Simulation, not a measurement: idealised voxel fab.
process module | voxel lift off
cross-section cut | 250 nm wide | cells 5 nm
A cross-section is a grid of square cells, given in bands from the top down. A band is one or more rows of cells.
Each band's line starts with the height of the band's top and of its bottom, in nm. Then come its materials from left to right, each with its width in nm. One material with "throughout" fills the band from edge to edge. "air" is empty space.
Height 0 is the level under which the wafer as received is all one material. The lowest band goes on downwards, as in "0 down".
A width such as "30 to 40" changes by the same amount from each row of cells to the next, from the band's top row to its bottom row.
"no change" after a step means that no cell of the cross-section changed.
closed voids: empty space of 8 cells or more with no open way to the top, each as width x height at its distance from the left edge, in nm
after a step's settings: what the simulator itself notes on the step
overlay nm, on a step with a mask: how far to the right of its planned place the mask lay; to the left if negative
plan
1 op RECEIVE | material Si
2 op CONFORMAL_DEP | material Al2O3 | thk nm 10
3 op PATTERN | tone open | mask id LINES | material resist | width nm 15 | pitch nm 35 | thk nm 20 | overlay nm 0
4 op DIRECTIONAL_DEP | material Ru | thk nm 10
5 op STRIP | etch materials resist
6 op CONFORMAL_DEP | material SiN | thk nm 5
as received, after step 1
  0 down: Si throughout
  closed voids: none
a wafer at the end: this start, this plan, one mistake
  25 to 20: air 95 | SiN 25 | air 10 | SiN 25 | air 95
  20 to 15: air 95 | SiN 5 | Ru 15 | SiN 5 | air 10 | SiN 5 | Ru 15 | SiN 5 | air 95
  15 to 10: SiN 100 | Ru 15 | SiN 20 | Ru 15 | SiN 100
  10 to 0: SiN throughout
  0 down: Si throughout
  closed voids: none
what went wrong: step 2 ran as: op CONFORMAL_DEP | material SiN | thk nm 10
